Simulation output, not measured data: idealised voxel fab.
The following is a process module called voxel plated lines.
FYI the section here is cut, 240 nm wide, cells are 5 nm squares.
A cross-section is written here as square cells arranged in a grid, and it is given in bands from the top down, each band taking up one or more rows of cells. For a band, the entry starts with two heights in nm, that of the top and then that of the bottom, and carries on with the band's materials in order from left to right, each alongside its width in nm; the word "everywhere" beside a single material means it fills the band edge to edge, and "empty" means empty space. We count height from 0. Below that, the starting wafer is all one material. The lowest band never ends at the bottom but goes on down; see "0 down" for how that is written. You'd read "30->40" like this: the band's top row of cells is as wide as the first number, its bottom row is as wide as the second, and going down, every row changes width by the same amount as the row before did. Step note "nothing changed" = no cross-section cell changed. If an empty space has no open way to the top and is at least 8 cells in size, "Listed closed voids" lists it, written width x height at distance, where distance is measured from the left edge and every value is in nm. On a step's line, text after the settings is the simulator commenting on that step. overlay nm: for a step with a mask, the amount by which the mask lay right of where it was planned; a negative amount means left of it.
Planned process steps:
1 op RECEIVE | material Si
2 op CONFORMAL_DEP | material SiN | thk nm 5
3 op DIRECTIONAL_DEP | material TiN | thk nm 5
4 op PATTERN | tone open | mask id LINES | material resist | width nm 15 | pitch nm 35 | thk nm 35 | overlay nm 0
5 op EPI | material Ru | thk nm 5
6 op EPI | material Ru | thk nm 5
7 op EPI | material Ru | thk nm 10
8 op STRIP | etch materials resist
9 op DIRECTIONAL_ETCH | etch materials TiN | depth nm 5
10 op CONFORMAL_DEP | material SiCN | thk nm 5
Below: the first of two wafers, run as planned:
Wafer as received: cross-section following step 1:
  0 down | Si everywhere
  Listed closed voids: none
Wafer xsec, post step 2:
  5 to 0 | SiN everywhere
  All layers under 0 are left as they were.
Wafer xsec, post step 3:
  10 to 5 | TiN everywhere
  All layers under 5 are left as they were.
Wafer xsec, post step 4:
  45 to 10 | resist (95), empty (15), resist (20), empty (15), resist (95)
  All layers under 10 are left as they were.
Wafer xsec, post step 5:
  45 to 15 | resist (95), empty (15), resist (20), empty (15), resist (95)
  15 to 10 | resist (95), Ru (15), resist (20), Ru (15), resist (95)
  All layers under 10 are left as they were.
Wafer xsec, post step 6:
  45 to 20 | resist (95), empty (15), resist (20), empty (15), resist (95)
  20 to 10 | resist (95), Ru (15), resist (20), Ru (15), resist (95)
  All layers under 10 are left as they were.
Wafer xsec, post step 7:
  45 to 30 | resist (95), empty (15), resist (20), empty (15), resist (95)
  30 to 10 | resist (95), Ru (15), resist (20), Ru (15), resist (95)
  All layers under 10 are left as they were.
Wafer xsec, post step 8:
  30 to 10 | empty (95), Ru (15), empty (20), Ru (15), empty (95)
  All layers under 10 are left as they were.
Wafer xsec, post step 9:
  30 to 10 | empty (95), Ru (15), empty (20), Ru (15), empty (95)
  10 to 5 | empty (95), TiN (15), empty (20), TiN (15), empty (95)
  All layers under 5 are left as they were.
Wafer xsec, post step 10:
  35 to 30 | empty (90), SiCN (25), empty (10), SiCN (25), empty (90)
  30 to 10 | empty (90), SiCN (5), Ru (15), SiCN (5), empty (10), SiCN (5), Ru (15), SiCN (5), empty (90)
  10 to 5 | SiCN (95), TiN (15), SiCN (20), TiN (15), SiCN (95)
  All layers under 5 are left as they were.
Second wafer. Start and plan as for the first. One mistake made in running. Agrees with the first up to and including step 3:
Cross-section of the second wafer when, according to plan, step 4 should have finished:
  45 to 10 | resist (95), empty (20), resist (15), empty (20), resist (90)
  All layers under 10 are left as they were.
Cross-section of the second wafer when, according to plan, step 5 should have finished:
  45 to 15 | resist (95), empty (20), resist (15), empty (20), resist (90)
  15 to 10 | resist (95), Ru (20), resist (15), Ru (20), resist (90)
  All layers under 10 are left as they were.
Cross-section of the second wafer when, according to plan, step 6 should have finished:
  45 to 20 | resist (95), empty (20), resist (15), empty (20), resist (90)
  20 to 10 | resist (95), Ru (20), resist (15), Ru (20), resist (90)
  All layers under 10 are left as they were.
Cross-section of the second wafer when, according to plan, step 7 should have finished:
  45 to 30 | resist (95), empty (20), resist (15), empty (20), resist (90)
  30 to 10 | resist (95), Ru (20), resist (15), Ru (20), resist (90)
  All layers under 10 are left as they were.
Cross-section of the second wafer when, according to plan, step 8 should have finished:
  30 to 10 | empty (95), Ru (20), empty (15), Ru (20), empty (90)
  All layers under 10 are left as they were.
Cross-section of the second wafer when, according to plan, step 9 should have finished:
  30 to 10 | empty (95), Ru (20), empty (15), Ru (20), empty (90)
  10 to 5 | empty (95), TiN (20), empty (15), TiN (20), empty (90)
  All layers under 5 are left as they were.
Cross-section of the second wafer when, according to plan, step 10 should have finished:
  35 to 30 | empty (90), SiCN (30), empty (5), SiCN (30), empty (85)
  30 to 10 | empty (90), SiCN (5), Ru (20), SiCN (5), empty (5), SiCN (5), Ru (20), SiCN (5), empty (85)
  10 to 5 | SiCN (95), TiN (20), SiCN (15), TiN (20), SiCN (90)
  All layers under 5 are left as they were.
Deviation from plan: for step 4, the planned setting was not used; the step was instead run as op PATTERN | tone open | mask id LINES | material resist | width nm 20 | pitch nm 35 | thk nm 35 | overlay nm 0
Heads up, by the end the second wafer has more or fewer cells of some materials compared to the first: Ru +8, TiN +2
